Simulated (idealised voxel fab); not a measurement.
process module | voxel wiring stack
cross-section cut | 165 nm wide | cells 5 nm
A cross-section is a grid of square cells, given in bands from the top down. A band is one or more rows of cells.
Each band's line starts with the height of the band's top and of its bottom, in nm. Then come its materials from left to right, each with its width in nm. One material with "throughout" fills the band from edge to edge. "air" is empty space.
Height 0 is the level under which the wafer as received is all one material. The lowest band goes on downwards, as in "0 down".
A width such as "30 to 40" changes by the same amount from each row of cells to the next, from the band's top row to its bottom row.
"no change" after a step means that no cell of the cross-section changed.
closed voids: empty space of 8 cells or more with no open way to the top, each as width x height at its distance from the left edge, in nm
after a step's settings: what the simulator itself notes on the step
overlay nm, on a step with a mask: how far to the right of its planned place the mask lay; to the left if negative
plan
1 op RECEIVE | material Si
2 op CONFORMAL_DEP | material SiO2 | thk nm 10
3 op CONFORMAL_DEP | material SiCN | thk nm 5
4 op DIRECTIONAL_DEP | material SiO2 | thk nm 25
5 op DIRECTIONAL_DEP | material aC | thk nm 10
6 op PATTERN | tone open | mask id METAL_1 | material resist | width nm 30 | pitch nm 45 | thk nm 25 | overlay nm 0
7 op DIRECTIONAL_ETCH | etch materials aC | depth nm 10
8 op STRIP | etch materials resist
9 op DIRECTIONAL_ETCH | etch materials SiO2 | depth nm 25
10 op DIRECTIONAL_ETCH | etch materials SiCN | depth nm 5
11 op STRIP | etch materials aC
12 op CONFORMAL_DEP | material TiN | thk nm 5
13 op FILL_DEP | material W | thk nm 5
14 op CMP | height nm 40
15 op CONFORMAL_DEP | material SiCN | thk nm 5
16 op DIRECTIONAL_DEP | material lowk | thk nm 15
17 op DIRECTIONAL_DEP | material aC | thk nm 15
18 op PATTERN | tone open | mask id PLUG_1 | material resist | width nm 15 | pitch nm 90 | thk nm 35 | overlay nm 0
19 op DIRECTIONAL_ETCH | etch materials aC | depth nm 15
20 op STRIP | etch materials resist
21 op DIRECTIONAL_ETCH | etch materials lowk | depth nm 15
22 op DIRECTIONAL_ETCH | etch materials SiCN | depth nm 5
23 op STRIP | etch materials aC
24 op EPI | material Ru | thk nm 10
25 op EPI | material Ru | thk nm 10
26 op DIRECTIONAL_DEP | material TiN | thk nm 5
27 op DIRECTIONAL_DEP | material W | thk nm 25
28 op MASKED_ETCH | tone cover | mask id METAL_2 | width nm 30 | pitch nm 45 | etch materials W | depth nm 25 | overlay nm 0
29 op MASKED_ETCH | tone cover | mask id METAL_2 | width nm 30 | pitch nm 45 | etch materials TiN | depth nm 5 | overlay nm 0
30 op CONFORMAL_DEP | material SiCN | thk nm 5
31 op FILL_DEP | material SiO2 | thk nm 5
32 op CMP | height nm 90
33 op CONFORMAL_DEP | material SiCN | thk nm 5
34 op DIRECTIONAL_DEP | material lowk | thk nm 25
35 op DIRECTIONAL_DEP | material aC | thk nm 15
36 op PATTERN | tone open | mask id METAL_3_HOLES | material resist | width nm 15 | pitch nm 45 | thk nm 35 | overlay nm 0
37 op DIRECTIONAL_ETCH | etch materials aC | depth nm 15
38 op STRIP | etch materials resist
39 op DIRECTIONAL_ETCH | etch materials lowk | depth nm 25
40 op STRIP | etch materials aC
41 op PATTERN | tone open | mask id METAL_3 | material resist | width nm 30 | pitch nm 45 | thk nm 15 | overlay nm 0
42 op DIRECTIONAL_ETCH | etch materials lowk | depth nm 15
43 op DIRECTIONAL_ETCH | etch materials SiCN | depth nm 5
44 op STRIP | etch materials resist
45 op CONFORMAL_DEP | material TiN | thk nm 5
46 op FILL_DEP | material Cu | thk nm 5
47 op CMP | height nm 120
48 op CONFORMAL_DEP | material SiCN | thk nm 5
first wafer, as planned
as received, after step 1
  0 down: Si throughout
  closed voids: none
after step 2
  10 to 0: SiO2 throughout
  below 0: unchanged
after step 3
  15 to 10: SiCN throughout
  below 10: unchanged
after step 4
  40 to 15: SiO2 throughout
  below 15: unchanged
after step 5
  50 to 40: aC throughout
  below 40: unchanged
after step 6
  75 to 50: resist 20 | air 30 | resist 15 | air 30 | resist 15 | air 30 | resist 25
  below 50: unchanged
after step 7
  65 to 50: resist 20 | air 30 | resist 15 | air 30 | resist 15 | air 30 | resist 25
  50 to 40: aC 20 | air 30 | aC 15 | air 30 | aC 15 | air 30 | aC 25
  below 40: unchanged
after step 8
  50 to 40: aC 20 | air 30 | aC 15 | air 30 | aC 15 | air 30 | aC 25
  below 40: unchanged
after step 9
  50 to 40: aC 20 | air 30 | aC 15 | air 30 | aC 15 | air 30 | aC 25
  40 to 15: SiO2 20 | air 30 | SiO2 15 | air 30 | SiO2 15 | air 30 | SiO2 25
  below 15: unchanged
after step 10
  50 to 40: aC 20 | air 30 | aC 15 | air 30 | aC 15 | air 30 | aC 25
  40 to 15: SiO2 20 | air 30 | SiO2 15 | air 30 | SiO2 15 | air 30 | SiO2 25
  15 to 10: SiCN 20 | air 30 | SiCN 15 | air 30 | SiCN 15 | air 30 | SiCN 25
  below 10: unchanged
after step 11
  40 to 15: SiO2 20 | air 30 | SiO2 15 | air 30 | SiO2 15 | air 30 | SiO2 25
  below 15: unchanged
after step 12
  45 to 40: TiN 25 | air 20 | TiN 25 | air 20 | TiN 25 | air 20 | TiN 30
  40 to 15: SiO2 20 | TiN 5 | air 20 | TiN 5 | SiO2 15 | TiN 5 | air 20 | TiN 5 | SiO2 15 | TiN 5 | air 20 | TiN 5 | SiO2 25
  15 to 10: SiCN 20 | TiN 30 | SiCN 15 | TiN 30 | SiCN 15 | TiN 30 | SiCN 25
  below 10: unchanged
after step 13
  50 to 45: W throughout
  45 to 40: TiN 25 | W 20 | TiN 25 | W 20 | TiN 25 | W 20 | TiN 30
  40 to 15: SiO2 20 | TiN 5 | W 20 | TiN 5 | SiO2 15 | TiN 5 | W 20 | TiN 5 | SiO2 15 | TiN 5 | W 20 | TiN 5 | SiO2 25
  below 15: unchanged
after step 14
  40 to 15: SiO2 20 | TiN 5 | W 20 | TiN 5 | SiO2 15 | TiN 5 | W 20 | TiN 5 | SiO2 15 | TiN 5 | W 20 | TiN 5 | SiO2 25
  below 15: unchanged
after step 15
  45 to 40: SiCN throughout
  below 40: unchanged
after step 16
  60 to 45: lowk throughout
  below 45: unchanged
after step 17
  75 to 60: aC throughout
  below 60: unchanged
after step 18
  110 to 75: resist 20 | air 15 | resist 75 | air 15 | resist 40
  below 75: unchanged
after step 19
  95 to 75: resist 20 | air 15 | resist 75 | air 15 | resist 40
  75 to 60: aC 20 | air 15 | aC 75 | air 15 | aC 40
  below 60: unchanged
after step 20
  75 to 60: aC 20 | air 15 | aC 75 | air 15 | aC 40
  below 60: unchanged
after step 21
  75 to 60: aC 20 | air 15 | aC 75 | air 15 | aC 40
  60 to 45: lowk 20 | air 15 | lowk 75 | air 15 | lowk 40
  below 45: unchanged
after step 22
  75 to 60: aC 20 | air 15 | aC 75 | air 15 | aC 40
  60 to 45: lowk 20 | air 15 | lowk 75 | air 15 | lowk 40
  45 to 40: SiCN 20 | air 15 | SiCN 75 | air 15 | SiCN 40
  below 40: unchanged
after step 23
  60 to 45: lowk 20 | air 15 | lowk 75 | air 15 | lowk 40
  below 45: unchanged
after step 24
  60 to 50: lowk 20 | air 15 | lowk 75 | air 15 | lowk 40
  50 to 45: lowk 20 | Ru 15 | lowk 75 | Ru 15 | lowk 40
  45 to 40: SiCN 20 | Ru 15 | SiCN 75 | Ru 15 | SiCN 40
  below 40: unchanged
after step 25
  60 to 45: lowk 20 | Ru 15 | lowk 75 | Ru 15 | lowk 40
  below 45: unchanged
after step 26
  65 to 60: TiN throughout
  below 60: unchanged
after step 27
  90 to 65: W throughout
  below 65: unchanged
after step 28
  90 to 65: air 20 | W 30 | air 15 | W 30 | air 15 | W 30 | air 25
  below 65: unchanged
after step 29
  90 to 65: air 20 | W 30 | air 15 | W 30 | air 15 | W 30 | air 25
  65 to 60: air 20 | TiN 30 | air 15 | TiN 30 | air 15 | TiN 30 | air 25
  below 60: unchanged
after step 30
  95 to 90: air 15 | SiCN 40 | air 5 | SiCN 40 | air 5 | SiCN 40 | air 20
  90 to 65: air 15 | SiCN 5 | W 30 | SiCN 5 | air 5 | SiCN 5 | W 30 | SiCN 5 | air 5 | SiCN 5 | W 30 | SiCN 5 | air 20
  65 to 60: SiCN 20 | TiN 30 | SiCN 15 | TiN 30 | SiCN 15 | TiN 30 | SiCN 25
  below 60: unchanged
after step 31
  100 to 95: SiO2 throughout
  95 to 90: SiO2 15 | SiCN 40 | SiO2 5 | SiCN 40 | SiO2 5 | SiCN 40 | SiO2 20
  90 to 65: SiO2 15 | SiCN 5 | W 30 | SiCN 5 | SiO2 5 | SiCN 5 | W 30 | SiCN 5 | SiO2 5 | SiCN 5 | W 30 | SiCN 5 | SiO2 20
  below 65: unchanged
after step 32
  90 to 65: SiO2 15 | SiCN 5 | W 30 | SiCN 5 | SiO2 5 | SiCN 5 | W 30 | SiCN 5 | SiO2 5 | SiCN 5 | W 30 | SiCN 5 | SiO2 20
  below 65: unchanged
after step 33
  95 to 90: SiCN throughout
  below 90: unchanged
after step 34
  120 to 95: lowk throughout
  below 95: unchanged
after step 35
  135 to 120: aC throughout
  below 120: unchanged
after step 36
  170 to 135: resist 20 | air 15 | resist 30 | air 15 | resist 30 | air 15 | resist 40
  below 135: unchanged
after step 37
  155 to 135: resist 20 | air 15 | resist 30 | air 15 | resist 30 | air 15 | resist 40
  135 to 120: aC 20 | air 15 | aC 30 | air 15 | aC 30 | air 15 | aC 40
  below 120: unchanged
after step 38
  135 to 120: aC 20 | air 15 | aC 30 | air 15 | aC 30 | air 15 | aC 40
  below 120: unchanged
after step 39
  135 to 120: aC 20 | air 15 | aC 30 | air 15 | aC 30 | air 15 | aC 40
  120 to 95: lowk 20 | air 15 | lowk 30 | air 15 | lowk 30 | air 15 | lowk 40
  below 95: unchanged
after step 40
  120 to 95: lowk 20 | air 15 | lowk 30 | air 15 | lowk 30 | air 15 | lowk 40
  below 95: unchanged
after step 41
  135 to 120: resist 20 | air 30 | resist 15 | air 30 | resist 15 | air 30 | resist 25
  below 120: unchanged
after step 42
  135 to 120: resist 20 | air 30 | resist 15 | air 30 | resist 15 | air 30 | resist 25
  120 to 105: lowk 20 | air 30 | lowk 15 | air 30 | lowk 15 | air 30 | lowk 25
  below 105: unchanged
after step 43
  135 to 120: resist 20 | air 30 | resist 15 | air 30 | resist 15 | air 30 | resist 25
  120 to 105: lowk 20 | air 30 | lowk 15 | air 30 | lowk 15 | air 30 | lowk 25
  105 to 95: lowk 20 | air 15 | lowk 30 | air 15 | lowk 30 | air 15 | lowk 40
  95 to 90: SiCN 20 | air 15 | SiCN 30 | air 15 | SiCN 30 | air 15 | SiCN 40
  below 90: unchanged
after step 44
  120 to 105: lowk 20 | air 30 | lowk 15 | air 30 | lowk 15 | air 30 | lowk 25
  below 105: unchanged
after step 45
  125 to 120: TiN 25 | air 20 | TiN 25 | air 20 | TiN 25 | air 20 | TiN 30
  120 to 110: lowk 20 | TiN 5 | air 20 | TiN 5 | lowk 15 | TiN 5 | air 20 | TiN 5 | lowk 15 | TiN 5 | air 20 | TiN 5 | lowk 25
  110 to 105: lowk 20 | TiN 5 | air 5 | TiN 20 | lowk 15 | TiN 5 | air 5 | TiN 20 | lowk 15 | TiN 5 | air 5 | TiN 20 | lowk 25
  105 to 95: lowk 20 | TiN 5 | air 5 | TiN 5 | lowk 30 | TiN 5 | air 5 | TiN 5 | lowk 30 | TiN 5 | air 5 | TiN 5 | lowk 40
  95 to 90: SiCN 20 | TiN 15 | SiCN 30 | TiN 15 | SiCN 30 | TiN 15 | SiCN 40
  below 90: unchanged
after step 46
  130 to 125: Cu throughout
  125 to 120: TiN 25 | Cu 20 | TiN 25 | Cu 20 | TiN 25 | Cu 20 | TiN 30
  120 to 110: lowk 20 | TiN 5 | Cu 20 | TiN 5 | lowk 15 | TiN 5 | Cu 20 | TiN 5 | lowk 15 | TiN 5 | Cu 20 | TiN 5 | lowk 25
  110 to 105: lowk 20 | TiN 5 | Cu 5 | TiN 20 | lowk 15 | TiN 5 | Cu 5 | TiN 20 | lowk 15 | TiN 5 | Cu 5 | TiN 20 | lowk 25
  105 to 95: lowk 20 | TiN 5 | Cu 5 | TiN 5 | lowk 30 | TiN 5 | Cu 5 | TiN 5 | lowk 30 | TiN 5 | Cu 5 | TiN 5 | lowk 40
  below 95: unchanged
after step 47
  120 to 110: lowk 20 | TiN 5 | Cu 20 | TiN 5 | lowk 15 | TiN 5 | Cu 20 | TiN 5 | lowk 15 | TiN 5 | Cu 20 | TiN 5 | lowk 25
  below 110: unchanged
after step 48
  125 to 120: SiCN throughout
  below 120: unchanged
second wafer: like start, like plan, one mistake. Through step 30 it matches the first wafer
when step 31 should have ended
  100 to 95: lowk throughout
  95 to 90: lowk 15 | SiCN 40 | lowk 5 | SiCN 40 | lowk 5 | SiCN 40 | lowk 20
  90 to 65: lowk 15 | SiCN 5 | W 30 | SiCN 5 | lowk 5 | SiCN 5 | W 30 | SiCN 5 | lowk 5 | SiCN 5 | W 30 | SiCN 5 | lowk 20
  below 65: unchanged
when step 32 should have ended
  90 to 65: lowk 15 | SiCN 5 | W 30 | SiCN 5 | lowk 5 | SiCN 5 | W 30 | SiCN 5 | lowk 5 | SiCN 5 | W 30 | SiCN 5 | lowk 20
  below 65: unchanged
when step 33 should have ended
  95 to 90: SiCN throughout
  below 90: unchanged
when step 34 should have ended
  120 to 95: lowk throughout
  below 95: unchanged
when step 35 should have ended
  135 to 120: aC throughout
  below 120: unchanged
when step 36 should have ended
  170 to 135: resist 20 | air 15 | resist 30 | air 15 | resist 30 | air 15 | resist 40
  below 135: unchanged
when step 37 should have ended
  155 to 135: resist 20 | air 15 | resist 30 | air 15 | resist 30 | air 15 | resist 40
  135 to 120: aC 20 | air 15 | aC 30 | air 15 | aC 30 | air 15 | aC 40
  below 120: unchanged
when step 38 should have ended
  135 to 120: aC 20 | air 15 | aC 30 | air 15 | aC 30 | air 15 | aC 40
  below 120: unchanged
when step 39 should have ended
  135 to 120: aC 20 | air 15 | aC 30 | air 15 | aC 30 | air 15 | aC 40
  120 to 95: lowk 20 | air 15 | lowk 30 | air 15 | lowk 30 | air 15 | lowk 40
  below 95: unchanged
when step 40 should have ended
  120 to 95: lowk 20 | air 15 | lowk 30 | air 15 | lowk 30 | air 15 | lowk 40
  below 95: unchanged
when step 41 should have ended
  135 to 120: resist 20 | air 30 | resist 15 | air 30 | resist 15 | air 30 | resist 25
  below 120: unchanged
when step 42 should have ended
  135 to 120: resist 20 | air 30 | resist 15 | air 30 | resist 15 | air 30 | resist 25
  120 to 105: lowk 20 | air 30 | lowk 15 | air 30 | lowk 15 | air 30 | lowk 25
  below 105: unchanged
when step 43 should have ended
  135 to 120: resist 20 | air 30 | resist 15 | air 30 | resist 15 | air 30 | resist 25
  120 to 105: lowk 20 | air 30 | lowk 15 | air 30 | lowk 15 | air 30 | lowk 25
  105 to 95: lowk 20 | air 15 | lowk 30 | air 15 | lowk 30 | air 15 | lowk 40
  95 to 90: SiCN 20 | air 15 | SiCN 30 | air 15 | SiCN 30 | air 15 | SiCN 40
  below 90: unchanged
when step 44 should have ended
  120 to 105: lowk 20 | air 30 | lowk 15 | air 30 | lowk 15 | air 30 | lowk 25
  below 105: unchanged
when step 45 should have ended
  125 to 120: TiN 25 | air 20 | TiN 25 | air 20 | TiN 25 | air 20 | TiN 30
  120 to 110: lowk 20 | TiN 5 | air 20 | TiN 5 | lowk 15 | TiN 5 | air 20 | TiN 5 | lowk 15 | TiN 5 | air 20 | TiN 5 | lowk 25
  110 to 105: lowk 20 | TiN 5 | air 5 | TiN 20 | lowk 15 | TiN 5 | air 5 | TiN 20 | lowk 15 | TiN 5 | air 5 | TiN 20 | lowk 25
  105 to 95: lowk 20 | TiN 5 | air 5 | TiN 5 | lowk 30 | TiN 5 | air 5 | TiN 5 | lowk 30 | TiN 5 | air 5 | TiN 5 | lowk 40
  95 to 90: SiCN 20 | TiN 15 | SiCN 30 | TiN 15 | SiCN 30 | TiN 15 | SiCN 40
  below 90: unchanged
when step 46 should have ended
  130 to 125: Cu throughout
  125 to 120: TiN 25 | Cu 20 | TiN 25 | Cu 20 | TiN 25 | Cu 20 | TiN 30
  120 to 110: lowk 20 | TiN 5 | Cu 20 | TiN 5 | lowk 15 | TiN 5 | Cu 20 | TiN 5 | lowk 15 | TiN 5 | Cu 20 | TiN 5 | lowk 25
  110 to 105: lowk 20 | TiN 5 | Cu 5 | TiN 20 | lowk 15 | TiN 5 | Cu 5 | TiN 20 | lowk 15 | TiN 5 | Cu 5 | TiN 20 | lowk 25
  105 to 95: lowk 20 | TiN 5 | Cu 5 | TiN 5 | lowk 30 | TiN 5 | Cu 5 | TiN 5 | lowk 30 | TiN 5 | Cu 5 | TiN 5 | lowk 40
  below 95: unchanged
when step 47 should have ended
  120 to 110: lowk 20 | TiN 5 | Cu 20 | TiN 5 | lowk 15 | TiN 5 | Cu 20 | TiN 5 | lowk 15 | TiN 5 | Cu 20 | TiN 5 | lowk 25
  below 110: unchanged
when step 48 should have ended
  125 to 120: SiCN throughout
  below 120: unchanged
what went wrong: step 31 ran as: op FILL_DEP | material lowk | thk nm 5
at the end the second wafer has, in cells: 45 fewer of SiO2 | 45 more of lowk
